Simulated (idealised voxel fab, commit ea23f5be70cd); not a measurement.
Documented hereafter: the process module known as voxel transistor to metal.
The cross-section shown here is cut; it is 290 nm wide and divided into square cells measuring 5 nm on a side.
When this document writes out a cross-section, it uses a grid of square cells and lists it as bands, beginning at the top and moving down, with a band standing for one or more rows of cells. What a band's entry tells you: where the top is and where the bottom is, as heights in nm, and after that what lies inside, material by material from left to right, each with its width in nm. Empty space is written as the word "empty", and a single material marked with the word "full width" occupies the band from edge to edge. Basically, 0 is our baseline, since under it the wafer straight out of the box is all one material. The bottom band has no lower end and keeps on going down, so it looks like "0 nm and below". You'd read "30..40" like this: the band's top row of cells is as wide as the first number, its bottom row is as wide as the second, and going down, every row changes width by the same amount as the row before did. "no modifications" (step): cross-section cells unchanged, all of them. Basically, "Voids, sealed" tells you about the enclosed voids: empty spaces with no open way to the top, 8 cells or bigger, each written width x height at distance, where distance is from the left edge, all in nm. Post-settings text on a step line: simulator's own remark regarding the step. overlay nm: how far to the right of its planned place the mask lay on this masked step (negative: to the left).

## Below is the list of planned process steps
1) RECEIVE (material Si)
2) CONFORMAL_DEP (material SiO2; thk nm 5)
3) CONFORMAL_DEP (material SiN; thk nm 15)
4) DIRECTIONAL_DEP (material aC; thk nm 10)
5) PATTERN (tone cover; mask id ACTIVE; material resist; width nm 105; pitch nm 135; thk nm 30; overlay nm 0)
6) DIRECTIONAL_ETCH (etch materials aC; depth nm 10)
7) STRIP (etch materials resist)
8) DIRECTIONAL_ETCH (etch materials SiN; depth nm 15)
9) DIRECTIONAL_ETCH (etch materials SiO2; depth nm 5)
10) DIRECTIONAL_ETCH (etch materials Si; depth nm 35)
11) STRIP (etch materials aC)
12) OXIDIZE (depth nm 5)
13) FILL_DEP (material SiO2; thk nm 15)
14) CMP (height nm 20)
15) SELECTIVE_ETCH (etch materials SiO2; depth nm 10)
16) STRIP (etch materials SiN)
17) SELECTIVE_ETCH (etch materials SiO2; depth nm 5)
18) OXIDIZE (depth nm 5)
19) DIRECTIONAL_DEP (material polySi; thk nm 25)
20) DIRECTIONAL_DEP (material SiCN; thk nm 10)
21) MASKED_ETCH (tone cover; mask id GATE; width nm 25; pitch nm 135; etch materials SiCN; depth nm 20; overlay nm 0)
22) MASKED_ETCH (tone cover; mask id GATE; width nm 25; pitch nm 135; etch materials polySi; depth nm 35; overlay nm 0)
23) CONFORMAL_DEP (material SiO2; thk nm 5)
24) DIRECTIONAL_ETCH (etch materials SiO2; depth nm 5)
25) CONFORMAL_DEP (material SiN; thk nm 10)
26) DIRECTIONAL_ETCH (etch materials SiN; depth nm 10)
27) DIRECTIONAL_ETCH (etch materials SiO2; depth nm 5)
28) DIRECTIONAL_ETCH (etch materials Si; depth nm 10)
29) EPI (material pSi; thk nm 15)
30) FILL_DEP (material SiO2; thk nm 10)
31) CMP (height nm 25)
32) STRIP (etch materials polySi)
33) SELECTIVE_ETCH (etch materials SiO2; depth nm 5)
34) CONFORMAL_DEP (material HfO2; thk nm 5)
35) CONFORMAL_DEP (material TiN; thk nm 5)
36) FILL_DEP (material W; thk nm 10)
37) CMP (height nm 20)
38) DIRECTIONAL_DEP (material SiO2; thk nm 10)
39) DIRECTIONAL_DEP (material aC; thk nm 15)
40) PATTERN (tone open; mask id CONTACT; material resist; width nm 20; thk nm 35; overlay nm 0)
41) DIRECTIONAL_ETCH (etch materials aC; depth nm 15)
42) STRIP (etch materials resist)
43) DIRECTIONAL_ETCH (etch materials SiO2; depth nm 20)
44) STRIP (etch materials aC)
45) CONFORMAL_DEP (material TiN; thk nm 5)
46) FILL_DEP (material Ru; thk nm 5)
47) CMP (height nm 30)
48) DIRECTIONAL_DEP (material TiN; thk nm 5)
49) DIRECTIONAL_DEP (material W; thk nm 20)
50) DIRECTIONAL_DEP (material aC; thk nm 10)
51) PATTERN (tone cover; mask id METAL_1; material resist; width nm 20; thk nm 25; overlay nm 0)
52) DIRECTIONAL_ETCH (etch materials aC; depth nm 10)
53) STRIP (etch materials resist)
54) DIRECTIONAL_ETCH (etch materials W; depth nm 20)
55) DIRECTIONAL_ETCH (etch materials TiN; depth nm 5)
56) STRIP (etch materials aC)
57) FILL_DEP (material lowk; thk nm 10)
58) CMP (height nm 55)
59) CONFORMAL_DEP (material SiCN; thk nm 5)
60) DIRECTIONAL_DEP (material SiO2; thk nm 35)
61) MASKED_ETCH (tone open; mask id METAL_2_HOLES; width nm 15; pitch nm 135; etch materials SiO2; depth nm 35; overlay nm 0)
62) DIRECTIONAL_DEP (material aC; thk nm 10)
63) PATTERN (tone open; mask id METAL_2; material resist; width nm 20; pitch nm 135; thk nm 25; overlay nm 0)
64) DIRECTIONAL_ETCH (etch materials aC; depth nm 10)
65) STRIP (etch materials resist)
66) DIRECTIONAL_ETCH (etch materials SiO2; depth nm 20)
67) DIRECTIONAL_ETCH (etch materials SiCN; depth nm 5)
68) STRIP (etch materials aC)
69) CONFORMAL_DEP (material TiN; thk nm 5)
70) FILL_DEP (material Cu; thk nm 10)
71) CMP (height nm 95)
72) CONFORMAL_DEP (material SiN; thk nm 5)

## Received-state cross-section, reflecting completion of step 1
- 0 nm and below | Si full width
- Voids, sealed: none

## Cross-sectional image of the first of two wafers at the end of the module, the run having proceeded as planned
- 100 nm to 95 nm | SiN full width
- 95 nm to 80 nm | SiO2 30 | TiN 5 | Cu 10 | TiN 5 | SiO2 115 | TiN 5 | Cu 10 | TiN 5 | SiO2 105
- 80 nm to 75 nm | SiO2 30 | TiN 5 | Cu 5 | TiN 10 | SiO2 115 | TiN 5 | Cu 5 | TiN 10 | SiO2 105
- 75 nm to 60 nm | SiO2 30 | TiN 5 | Cu 5 | TiN 5 | SiO2 120 | TiN 5 | Cu 5 | TiN 5 | SiO2 110
- 60 nm to 55 nm | SiCN 30 | TiN 15 | SiCN 120 | TiN 15 | SiCN 110
- 55 nm to 35 nm | lowk 30 | W 20 | lowk 55 | W 20 | lowk 40 | W 20 | lowk 55 | W 20 | lowk 30
- 35 nm to 30 nm | lowk 30 | TiN 20 | lowk 55 | TiN 20 | lowk 40 | TiN 20 | lowk 55 | TiN 20 | lowk 30
- 30 nm to 20 nm | SiO2 30 | TiN 5 | Ru 10 | TiN 5 | SiO2 55 | TiN 5 | Ru 10 | TiN 5 | SiO2 40 | TiN 5 | Ru 10 | TiN 5 | SiO2 55 | TiN 5 | Ru 10 | TiN 5 | SiO2 30
- 20 nm to 15 nm | SiO2 30 | TiN 5 | Ru 10 | TiN 5 | SiN 10 | HfO2 5 | TiN 5 | W 15 | TiN 5 | HfO2 5 | SiN 10 | TiN 5 | Ru 10 | TiN 5 | SiO2 40 | TiN 5 | Ru 10 | TiN 5 | SiN 10 | HfO2 5 | TiN 5 | W 15 | TiN 5 | HfO2 5 | SiN 10 | TiN 5 | Ru 10 | TiN 5 | SiO2 30
- 15 nm to 10 nm | SiO2 30 | TiN 20 | SiN 10 | HfO2 5 | TiN 5 | W 15 | TiN 5 | HfO2 5 | SiN 10 | TiN 20 | SiO2 40 | TiN 20 | SiN 10 | HfO2 5 | TiN 5 | W 15 | TiN 5 | HfO2 5 | SiN 10 | TiN 20 | SiO2 30
- 10 nm to 5 nm | SiO2 30 | pSi 20 | SiN 10 | HfO2 5 | TiN 5 | W 15 | TiN 5 | HfO2 5 | SiN 10 | pSi 20 | SiO2 40 | pSi 20 | SiN 10 | HfO2 5 | TiN 5 | W 15 | TiN 5 | HfO2 5 | SiN 10 | pSi 20 | SiO2 30
- 5 nm to 0 nm | SiO2 25 | SiN 10 | pSi 15 | SiN 10 | HfO2 5 | TiN 25 | HfO2 5 | SiN 10 | pSi 15 | SiN 10 | SiO2 30 | SiN 10 | pSi 15 | SiN 10 | HfO2 5 | TiN 25 | HfO2 5 | SiN 10 | pSi 15 | SiN 10 | SiO2 25
- 0 nm to -5 nm | SiO2 35 | pSi 15 | SiO2 10 | HfO2 35 | SiO2 10 | pSi 15 | SiO2 50 | pSi 15 | SiO2 10 | HfO2 35 | SiO2 10 | pSi 15 | SiO2 35
- -5 nm to -15 nm | SiO2 30 | Si 5 | pSi 15 | Si 55 | pSi 15 | Si 5 | SiO2 40 | Si 5 | pSi 15 | Si 55 | pSi 15 | Si 5 | SiO2 30
- -15 nm to -40 nm | SiO2 30 | Si 95 | SiO2 40 | Si 95 | SiO2 30
- -40 nm and below | Si full width
- Voids, sealed: none

## Cross-section, wafer two of two, end of module: same start and plan as wafer one, one error in execution
- 100 nm to 95 nm | SiN full width
- 95 nm to 80 nm | SiO2 30 | TiN 5 | Cu 10 | TiN 5 | SiO2 115 | TiN 5 | Cu 10 | TiN 5 | SiO2 105
- 80 nm to 75 nm | SiO2 30 | TiN 5 | Cu 5 | TiN 10 | SiO2 115 | TiN 5 | Cu 5 | TiN 10 | SiO2 105
- 75 nm to 60 nm | SiO2 30 | TiN 5 | Cu 5 | TiN 5 | SiO2 120 | TiN 5 | Cu 5 | TiN 5 | SiO2 110
- 60 nm to 55 nm | SiCN 30 | TiN 15 | SiCN 120 | TiN 15 | SiCN 110
- 55 nm to 35 nm | lowk 30 | W 20 | lowk 55 | W 20 | lowk 40 | W 20 | lowk 55 | W 20 | lowk 30
- 35 nm to 30 nm | lowk 30 | TiN 20 | lowk 55 | TiN 20 | lowk 40 | TiN 20 | lowk 55 | TiN 20 | lowk 30
- 30 nm to 20 nm | SiO2 30 | TiN 5 | Ru 10 | TiN 5 | SiO2 55 | TiN 5 | Ru 10 | TiN 5 | SiO2 40 | TiN 5 | Ru 10 | TiN 5 | SiO2 55 | TiN 5 | Ru 10 | TiN 5 | SiO2 30
- 20 nm to 15 nm | SiO2 30 | TiN 5 | Ru 10 | TiN 5 | SiN 10 | HfO2 5 | TiN 5 | Cu 15 | TiN 5 | HfO2 5 | SiN 10 | TiN 5 | Ru 10 | TiN 5 | SiO2 40 | TiN 5 | Ru 10 | TiN 5 | SiN 10 | HfO2 5 | TiN 5 | Cu 15 | TiN 5 | HfO2 5 | SiN 10 | TiN 5 | Ru 10 | TiN 5 | SiO2 30
- 15 nm to 10 nm | SiO2 30 | TiN 20 | SiN 10 | HfO2 5 | TiN 5 | Cu 15 | TiN 5 | HfO2 5 | SiN 10 | TiN 20 | SiO2 40 | TiN 20 | SiN 10 | HfO2 5 | TiN 5 | Cu 15 | TiN 5 | HfO2 5 | SiN 10 | TiN 20 | SiO2 30
- 10 nm to 5 nm | SiO2 30 | pSi 20 | SiN 10 | HfO2 5 | TiN 5 | Cu 15 | TiN 5 | HfO2 5 | SiN 10 | pSi 20 | SiO2 40 | pSi 20 | SiN 10 | HfO2 5 | TiN 5 | Cu 15 | TiN 5 | HfO2 5 | SiN 10 | pSi 20 | SiO2 30
- 5 nm to 0 nm | SiO2 25 | SiN 10 | pSi 15 | SiN 10 | HfO2 5 | TiN 25 | HfO2 5 | SiN 10 | pSi 15 | SiN 10 | SiO2 30 | SiN 10 | pSi 15 | SiN 10 | HfO2 5 | TiN 25 | HfO2 5 | SiN 10 | pSi 15 | SiN 10 | SiO2 25
- 0 nm to -5 nm | SiO2 35 | pSi 15 | SiO2 10 | HfO2 35 | SiO2 10 | pSi 15 | SiO2 50 | pSi 15 | SiO2 10 | HfO2 35 | SiO2 10 | pSi 15 | SiO2 35
- -5 nm to -15 nm | SiO2 30 | Si 5 | pSi 15 | Si 55 | pSi 15 | Si 5 | SiO2 40 | Si 5 | pSi 15 | Si 55 | pSi 15 | Si 5 | SiO2 30
- -15 nm to -40 nm | SiO2 30 | Si 95 | SiO2 40 | Si 95 | SiO2 30
- -40 nm and below | Si full width
- Voids, sealed: none
What was done differently from what was planned? in deviation from the planned setting, step 36 was conducted as FILL_DEP (material Cu; thk nm 10)
Looking at both finished wafers in cells, the second ends up ahead of or behind the first on some materials: 18 more of Cu, 18 fewer of W
